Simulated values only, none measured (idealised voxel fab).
The process module that follows is named voxel capacitor over wiring.
Each square cell in cross-section cut measures 5 nm, and the section as a whole is 175 nm wide.
Heads up, the way a cross-section reads in here is a grid of square cells, handed over as bands from the top down, with every band being one or more rows of cells.
Band entry format. Leading values: height of top, height of bottom, nm. Remainder: materials in left-to-right order, each with its width in nm. Special words: "everywhere" on a single material, which then fills the band edge to edge; "blank", empty space.
Zero point of the height axis is 0; under it, received wafer = one material. Lowest band: continues down indefinitely, "0 and below".
When a width is written as two numbers, as in "30 to 40", the first number is the width in the top row of cells of the band and the second is the width in its bottom row, and the width changes by the same amount from each row to the next.
For the purposes of this document, the phrase "nothing different" attached to a step denotes that no cell within the cross-section was modified by that step.
Any empty space of 8 cells or more lacking an open way to the top shows up in "Entrapped voids" as width x height at distance, distance from the left edge, in nm.
On a step's line, text after the settings is the simulator commenting on that step.
Steps that use a mask can have "overlay nm" on their line. It says how far the mask sat to the right of where it was meant to be. Negative means to the left.

## So here's the lineup of process steps we planned
- 1: RECEIVE [material Si]
- 2: CONFORMAL_DEP [material SiO2] [thk nm 15]
- 3: CONFORMAL_DEP [material SiCN] [thk nm 5]
- 4: DIRECTIONAL_DEP [material SiO2] [thk nm 15]
- 5: PATTERN [tone open] [mask id METAL_1] [material resist] [width nm 25] [pitch nm 80] [thk nm 20] [overlay nm 0]
- 6: DIRECTIONAL_ETCH [etch materials SiO2] [depth nm 15]
- 7: DIRECTIONAL_ETCH [etch materials SiCN] [depth nm 5]
- 8: STRIP [etch materials resist]
- 9: CONFORMAL_DEP [material TiN] [thk nm 5]
- 10: FILL_DEP [material W] [thk nm 10]
- 11: CMP [height nm 35]
- 12: CONFORMAL_DEP [material SiCN] [thk nm 5]
- 13: DIRECTIONAL_DEP [material lowk] [thk nm 20]
- 14: DIRECTIONAL_DEP [material aC] [thk nm 15]
- 15: PATTERN [tone open] [mask id PLUG_1] [material resist] [width nm 15] [thk nm 35] [overlay nm 0]
- 16: DIRECTIONAL_ETCH [etch materials aC] [depth nm 15]
- 17: STRIP [etch materials resist]
- 18: DIRECTIONAL_ETCH [etch materials lowk] [depth nm 20]
- 19: DIRECTIONAL_ETCH [etch materials SiCN] [depth nm 5]
- 20: STRIP [etch materials aC]
- 21: EPI [material Ru] [thk nm 10]
- 22: EPI [material Ru] [thk nm 10]
- 23: EPI [material Ru] [thk nm 5]
- 24: DIRECTIONAL_DEP [material TiN] [thk nm 10]
- 25: DIRECTIONAL_DEP [material Al2O3] [thk nm 5]
- 26: DIRECTIONAL_DEP [material TiN] [thk nm 5]
- 27: PATTERN [tone cover] [mask id UPPER_PLATE] [material resist] [width nm 60] [thk nm 20] [overlay nm 0]
- 28: DIRECTIONAL_ETCH [etch materials TiN] [depth nm 5]
- 29: DIRECTIONAL_ETCH [etch materials Al2O3] [depth nm 5]
- 30: STRIP [etch materials resist]
- 31: DIRECTIONAL_DEP [material aC] [thk nm 10]
- 32: PATTERN [tone cover] [mask id LOWER_PLATE] [material resist] [width nm 70] [thk nm 30] [overlay nm 0]
- 33: DIRECTIONAL_ETCH [etch materials aC] [depth nm 10]
- 34: STRIP [etch materials resist]
- 35: DIRECTIONAL_ETCH [etch materials TiN] [depth nm 10]
- 36: STRIP [etch materials aC]
- 37: FILL_DEP [material SiO2] [thk nm 20]
- 38: CMP [height nm 95]
- 39: MASKED_ETCH [tone open] [mask id PLUG_2] [width nm 15] [etch materials SiO2] [depth nm 15] [overlay nm 0]
- 40: CONFORMAL_DEP [material TiN] [thk nm 5]
- 41: FILL_DEP [material Ru] [thk nm 5]
- 42: CMP [height nm 95]
- 43: CONFORMAL_DEP [material SiCN] [thk nm 5]

## First wafer, two in total, run as planned

## Wafer as received: cross-section following step 1
	0 and below = Si everywhere
	Entrapped voids: none

## The wafer, seen in cross-section, after step 2
	15 down to 0 = SiO2 everywhere
	Rest of section, below 0: as before.

## The wafer, seen in cross-section, after step 3
	20 down to 15 = SiCN everywhere
	Rest of section, below 15: as before.

## The wafer, seen in cross-section, after step 4
	35 down to 20 = SiO2 everywhere
	Rest of section, below 20: as before.

## The wafer, seen in cross-section, after step 5
	55 down to 35 = resist 35 | blank 25 | resist 55 | blank 25 | resist 35
	Rest of section, below 35: as before.

## The wafer, seen in cross-section, after step 6
	55 down to 35 = resist 35 | blank 25 | resist 55 | blank 25 | resist 35
	35 down to 20 = SiO2 35 | blank 25 | SiO2 55 | blank 25 | SiO2 35
	Rest of section, below 20: as before.

## The wafer, seen in cross-section, after step 7
	55 down to 35 = resist 35 | blank 25 | resist 55 | blank 25 | resist 35
	35 down to 20 = SiO2 35 | blank 25 | SiO2 55 | blank 25 | SiO2 35
	20 down to 15 = SiCN 35 | blank 25 | SiCN 55 | blank 25 | SiCN 35
	Rest of section, below 15: as before.

## The wafer, seen in cross-section, after step 8
	35 down to 20 = SiO2 35 | blank 25 | SiO2 55 | blank 25 | SiO2 35
	Rest of section, below 20: as before.

## The wafer, seen in cross-section, after step 9
	40 down to 35 = TiN 40 | blank 15 | TiN 65 | blank 15 | TiN 40
	35 down to 20 = SiO2 35 | TiN 5 | blank 15 | TiN 5 | SiO2 55 | TiN 5 | blank 15 | TiN 5 | SiO2 35
	20 down to 15 = SiCN 35 | TiN 25 | SiCN 55 | TiN 25 | SiCN 35
	Rest of section, below 15: as before.

## The wafer, seen in cross-section, after step 10
	50 down to 40 = W everywhere
	40 down to 35 = TiN 40 | W 15 | TiN 65 | W 15 | TiN 40
	35 down to 20 = SiO2 35 | TiN 5 | W 15 | TiN 5 | SiO2 55 | TiN 5 | W 15 | TiN 5 | SiO2 35
	Rest of section, below 20: as before.

## The wafer, seen in cross-section, after step 11
	35 down to 20 = SiO2 35 | TiN 5 | W 15 | TiN 5 | SiO2 55 | TiN 5 | W 15 | TiN 5 | SiO2 35
	Rest of section, below 20: as before.

## The wafer, seen in cross-section, after step 12
	40 down to 35 = SiCN everywhere
	Rest of section, below 35: as before.

## The wafer, seen in cross-section, after step 13
	60 down to 40 = lowk everywhere
	Rest of section, below 40: as before.

## The wafer, seen in cross-section, after step 14
	75 down to 60 = aC everywhere
	Rest of section, below 60: as before.

## The wafer, seen in cross-section, after step 15
	110 down to 75 = resist 45 | blank 15 | resist 115
	Rest of section, below 75: as before.

## The wafer, seen in cross-section, after step 16
	95 down to 75 = resist 45 | blank 15 | resist 115
	75 down to 60 = aC 45 | blank 15 | aC 115
	Rest of section, below 60: as before.

## The wafer, seen in cross-section, after step 17
	75 down to 60 = aC 45 | blank 15 | aC 115
	Rest of section, below 60: as before.

## The wafer, seen in cross-section, after step 18
	75 down to 60 = aC 45 | blank 15 | aC 115
	60 down to 40 = lowk 45 | blank 15 | lowk 115
	Rest of section, below 40: as before.

## The wafer, seen in cross-section, after step 19
	75 down to 60 = aC 45 | blank 15 | aC 115
	60 down to 40 = lowk 45 | blank 15 | lowk 115
	40 down to 35 = SiCN 45 | blank 15 | SiCN 115
	Rest of section, below 35: as before.

## The wafer, seen in cross-section, after step 20
	60 down to 40 = lowk 45 | blank 15 | lowk 115
	Rest of section, below 40: as before.

## The wafer, seen in cross-section, after step 21
	60 down to 45 = lowk 45 | blank 15 | lowk 115
	45 down to 40 = lowk 45 | Ru 15 | lowk 115
	40 down to 35 = SiCN 45 | Ru 15 | SiCN 115
	Rest of section, below 35: as before.

## The wafer, seen in cross-section, after step 22
	60 down to 55 = lowk 45 | blank 15 | lowk 115
	55 down to 40 = lowk 45 | Ru 15 | lowk 115
	Rest of section, below 40: as before.

## The wafer, seen in cross-section, after step 23
	60 down to 40 = lowk 45 | Ru 15 | lowk 115
	Rest of section, below 40: as before.

## The wafer, seen in cross-section, after step 24
	70 down to 60 = TiN everywhere
	Rest of section, below 60: as before.

## The wafer, seen in cross-section, after step 25
	75 down to 70 = Al2O3 everywhere
	Rest of section, below 70: as before.

## The wafer, seen in cross-section, after step 26
	80 down to 75 = TiN everywhere
	Rest of section, below 75: as before.

## The wafer, seen in cross-section, after step 27
	100 down to 80 = blank 45 | resist 60 | blank 70
	Rest of section, below 80: as before.

## The wafer, seen in cross-section, after step 28
	100 down to 80 = blank 45 | resist 60 | blank 70
	80 down to 75 = blank 45 | TiN 60 | blank 70
	Rest of section, below 75: as before.

## The wafer, seen in cross-section, after step 29
	100 down to 80 = blank 45 | resist 60 | blank 70
	80 down to 75 = blank 45 | TiN 60 | blank 70
	75 down to 70 = blank 45 | Al2O3 60 | blank 70
	Rest of section, below 70: as before.

## The wafer, seen in cross-section, after step 30
	80 down to 75 = blank 45 | TiN 60 | blank 70
	Rest of section, below 75: as before.

## The wafer, seen in cross-section, after step 31
	90 down to 80 = blank 45 | aC 60 | blank 70
	80 down to 75 = aC 45 | TiN 60 | aC 70
	75 down to 70 = aC 45 | Al2O3 60 | aC 70
	Rest of section, below 70: as before.

## The wafer, seen in cross-section, after step 32
	120 down to 90 = blank 40 | resist 70 | blank 65
	90 down to 80 = blank 40 | resist 5 | aC 60 | resist 5 | blank 65
	Rest of section, below 80: as before.

## The wafer, seen in cross-section, after step 33
	110 down to 90 = blank 40 | resist 70 | blank 65
	90 down to 80 = blank 40 | resist 5 | aC 60 | resist 5 | blank 65
	80 down to 75 = blank 40 | aC 5 | TiN 60 | aC 5 | blank 65
	75 down to 70 = blank 40 | aC 5 | Al2O3 60 | aC 5 | blank 65
	Rest of section, below 70: as before.

## The wafer, seen in cross-section, after step 34
	90 down to 80 = blank 45 | aC 60 | blank 70
	Rest of section, below 80: as before.

## The wafer, seen in cross-section, after step 35
	90 down to 80 = blank 45 | aC 60 | blank 70
	80 down to 75 = blank 40 | aC 5 | TiN 60 | aC 5 | blank 65
	75 down to 70 = blank 40 | aC 5 | Al2O3 60 | aC 5 | blank 65
	70 down to 60 = blank 40 | TiN 70 | blank 65
	Rest of section, below 60: as before.

## The wafer, seen in cross-section, after step 36
	80 down to 75 = blank 45 | TiN 60 | blank 70
	75 down to 70 = blank 45 | Al2O3 60 | blank 70
	Rest of section, below 70: as before.

## The wafer, seen in cross-section, after step 37
	100 down to 80 = SiO2 everywhere
	80 down to 75 = SiO2 45 | TiN 60 | SiO2 70
	75 down to 70 = SiO2 45 | Al2O3 60 | SiO2 70
	70 down to 60 = SiO2 40 | TiN 70 | SiO2 65
	Rest of section, below 60: as before.

## The wafer, seen in cross-section, after step 38
	95 down to 80 = SiO2 everywhere
	Rest of section, below 80: as before.

## The wafer, seen in cross-section, after step 39
	95 down to 80 = SiO2 55 | blank 15 | SiO2 105
	Rest of section, below 80: as before.

## The wafer, seen in cross-section, after step 40
	100 down to 95 = TiN 60 | blank 5 | TiN 110
	95 down to 85 = SiO2 55 | TiN 5 | blank 5 | TiN 5 | SiO2 105
	85 down to 75 = SiO2 55 to 45 | TiN 15 to 60 | SiO2 105 to 70
	Rest of section, below 75: as before.

## The wafer, seen in cross-section, after step 41
	105 down to 100 = Ru everywhere
	100 down to 95 = TiN 60 | Ru 5 | TiN 110
	95 down to 85 = SiO2 55 | TiN 5 | Ru 5 | TiN 5 | SiO2 105
	Rest of section, below 85: as before.

## The wafer, seen in cross-section, after step 42
	95 down to 85 = SiO2 55 | TiN 5 | Ru 5 | TiN 5 | SiO2 105
	Rest of section, below 85: as before.

## The wafer, seen in cross-section, after step 43
	100 down to 95 = SiCN everywhere
	Rest of section, below 95: as before.

## Okay, second wafer. Nothing different at the start, nothing different in the plan, just one mistake somewhere in the running. As far as step 9, counting that step, it's the first wafer all over again

## What the second wafer looks like in cross-section when step 10 should have wrapped up
	50 down to 40 = aC everywhere
	40 down to 35 = TiN 40 | aC 15 | TiN 65 | aC 15 | TiN 40
	35 down to 20 = SiO2 35 | TiN 5 | aC 15 | TiN 5 | SiO2 55 | TiN 5 | aC 15 | TiN 5 | SiO2 35
	Rest of section, below 20: as before.

## What the second wafer looks like in cross-section when step 11 should have wrapped up
	35 down to 20 = SiO2 35 | TiN 5 | aC 15 | TiN 5 | SiO2 55 | TiN 5 | aC 15 | TiN 5 | SiO2 35
	Rest of section, below 20: as before.

## What the second wafer looks like in cross-section when step 12 should have wrapped up
	40 down to 35 = SiCN everywhere
	Rest of section, below 35: as before.

## What the second wafer looks like in cross-section when step 13 should have wrapped up
	60 down to 40 = lowk everywhere
	Rest of section, below 40: as before.

## What the second wafer looks like in cross-section when step 14 should have wrapped up
	75 down to 60 = aC everywhere
	Rest of section, below 60: as before.

## What the second wafer looks like in cross-section when step 15 should have wrapped up
	110 down to 75 = resist 45 | blank 15 | resist 115
	Rest of section, below 75: as before.

## What the second wafer looks like in cross-section when step 16 should have wrapped up
	95 down to 75 = resist 45 | blank 15 | resist 115
	75 down to 60 = aC 45 | blank 15 | aC 115
	Rest of section, below 60: as before.

## What the second wafer looks like in cross-section when step 17 should have wrapped up
	75 down to 60 = aC 45 | blank 15 | aC 115
	Rest of section, below 60: as before.

## What the second wafer looks like in cross-section when step 18 should have wrapped up
	75 down to 60 = aC 45 | blank 15 | aC 115
	60 down to 40 = lowk 45 | blank 15 | lowk 115
	Rest of section, below 40: as before.

## What the second wafer looks like in cross-section when step 19 should have wrapped up
	75 down to 60 = aC 45 | blank 15 | aC 115
	60 down to 40 = lowk 45 | blank 15 | lowk 115
	40 down to 35 = SiCN 45 | blank 15 | SiCN 115
	Rest of section, below 35: as before.

## What the second wafer looks like in cross-section when step 20 should have wrapped up
	60 down to 40 = lowk 45 | blank 15 | lowk 115
	40 down to 35 = SiCN 45 | blank 15 | SiCN 115
	35 down to 20 = SiO2 35 | TiN 5 | blank 15 | TiN 5 | SiO2 55 | TiN 5 | aC 15 | TiN 5 | SiO2 35
	Rest of section, below 20: as before.

## What the second wafer looks like in cross-section when step 21 should have wrapped up
	60 down to 45 = lowk 45 | blank 15 | lowk 115
	45 down to 40 = lowk 45 | Ru 15 | lowk 115
	40 down to 35 = SiCN 45 | Ru 15 | SiCN 115
	35 down to 20 = SiO2 35 | TiN 5 | Ru 15 | TiN 5 | SiO2 55 | TiN 5 | aC 15 | TiN 5 | SiO2 35
	Rest of section, below 20: as before.

## What the second wafer looks like in cross-section when step 22 should have wrapped up
	60 down to 55 = lowk 45 | blank 15 | lowk 115
	55 down to 40 = lowk 45 | Ru 15 | lowk 115
	Rest of section, below 40: as before.

## What the second wafer looks like in cross-section when step 23 should have wrapped up
	60 down to 40 = lowk 45 | Ru 15 | lowk 115
	Rest of section, below 40: as before.

## What the second wafer looks like in cross-section when step 24 should have wrapped up
	70 down to 60 = TiN everywhere
	Rest of section, below 60: as before.

## What the second wafer looks like in cross-section when step 25 should have wrapped up
	75 down to 70 = Al2O3 everywhere
	Rest of section, below 70: as before.

## What the second wafer looks like in cross-section when step 26 should have wrapped up
	80 down to 75 = TiN everywhere
	Rest of section, below 75: as before.

## What the second wafer looks like in cross-section when step 27 should have wrapped up
	100 down to 80 = blank 45 | resist 60 | blank 70
	Rest of section, below 80: as before.

## What the second wafer looks like in cross-section when step 28 should have wrapped up
	100 down to 80 = blank 45 | resist 60 | blank 70
	80 down to 75 = blank 45 | TiN 60 | blank 70
	Rest of section, below 75: as before.

## What the second wafer looks like in cross-section when step 29 should have wrapped up
	100 down to 80 = blank 45 | resist 60 | blank 70
	80 down to 75 = blank 45 | TiN 60 | blank 70
	75 down to 70 = blank 45 | Al2O3 60 | blank 70
	Rest of section, below 70: as before.

## What the second wafer looks like in cross-section when step 30 should have wrapped up
	80 down to 75 = blank 45 | TiN 60 | blank 70
	Rest of section, below 75: as before.

## What the second wafer looks like in cross-section when step 31 should have wrapped up
	90 down to 80 = blank 45 | aC 60 | blank 70
	80 down to 75 = aC 45 | TiN 60 | aC 70
	75 down to 70 = aC 45 | Al2O3 60 | aC 70
	Rest of section, below 70: as before.

## What the second wafer looks like in cross-section when step 32 should have wrapped up
	120 down to 90 = blank 40 | resist 70 | blank 65
	90 down to 80 = blank 40 | resist 5 | aC 60 | resist 5 | blank 65
	Rest of section, below 80: as before.

## What the second wafer looks like in cross-section when step 33 should have wrapped up
	110 down to 90 = blank 40 | resist 70 | blank 65
	90 down to 80 = blank 40 | resist 5 | aC 60 | resist 5 | blank 65
	80 down to 75 = blank 40 | aC 5 | TiN 60 | aC 5 | blank 65
	75 down to 70 = blank 40 | aC 5 | Al2O3 60 | aC 5 | blank 65
	Rest of section, below 70: as before.

## What the second wafer looks like in cross-section when step 34 should have wrapped up
	90 down to 80 = blank 45 | aC 60 | blank 70
	Rest of section, below 80: as before.

## What the second wafer looks like in cross-section when step 35 should have wrapped up
	90 down to 80 = blank 45 | aC 60 | blank 70
	80 down to 75 = blank 40 | aC 5 | TiN 60 | aC 5 | blank 65
	75 down to 70 = blank 40 | aC 5 | Al2O3 60 | aC 5 | blank 65
	70 down to 60 = blank 40 | TiN 70 | blank 65
	Rest of section, below 60: as before.

## What the second wafer looks like in cross-section when step 36 should have wrapped up
	80 down to 75 = blank 45 | TiN 60 | blank 70
	75 down to 70 = blank 45 | Al2O3 60 | blank 70
	Rest of section, below 70: as before.

## What the second wafer looks like in cross-section when step 37 should have wrapped up
	100 down to 80 = SiO2 everywhere
	80 down to 75 = SiO2 45 | TiN 60 | SiO2 70
	75 down to 70 = SiO2 45 | Al2O3 60 | SiO2 70
	70 down to 60 = SiO2 40 | TiN 70 | SiO2 65
	Rest of section, below 60: as before.

## What the second wafer looks like in cross-section when step 38 should have wrapped up
	95 down to 80 = SiO2 everywhere
	Rest of section, below 80: as before.

## What the second wafer looks like in cross-section when step 39 should have wrapped up
	95 down to 80 = SiO2 55 | blank 15 | SiO2 105
	Rest of section, below 80: as before.

## What the second wafer looks like in cross-section when step 40 should have wrapped up
	100 down to 95 = TiN 60 | blank 5 | TiN 110
	95 down to 85 = SiO2 55 | TiN 5 | blank 5 | TiN 5 | SiO2 105
	85 down to 75 = SiO2 55 to 45 | TiN 15 to 60 | SiO2 105 to 70
	Rest of section, below 75: as before.

## What the second wafer looks like in cross-section when step 41 should have wrapped up
	105 down to 100 = Ru everywhere
	100 down to 95 = TiN 60 | Ru 5 | TiN 110
	95 down to 85 = SiO2 55 | TiN 5 | Ru 5 | TiN 5 | SiO2 105
	Rest of section, below 85: as before.

## What the second wafer looks like in cross-section when step 42 should have wrapped up
	95 down to 85 = SiO2 55 | TiN 5 | Ru 5 | TiN 5 | SiO2 105
	Rest of section, below 85: as before.

## What the second wafer looks like in cross-section when step 43 should have wrapped up
	100 down to 95 = SiCN everywhere
	Rest of section, below 95: as before.
So what did we get wrong on this run? contrary to plan, step 10 was performed as FILL_DEP [material aC] [thk nm 10]
The final cell counts differ between the wafers, with the second having more or fewer of some materials than the first: +9 Ru, -18 W, +9 aC
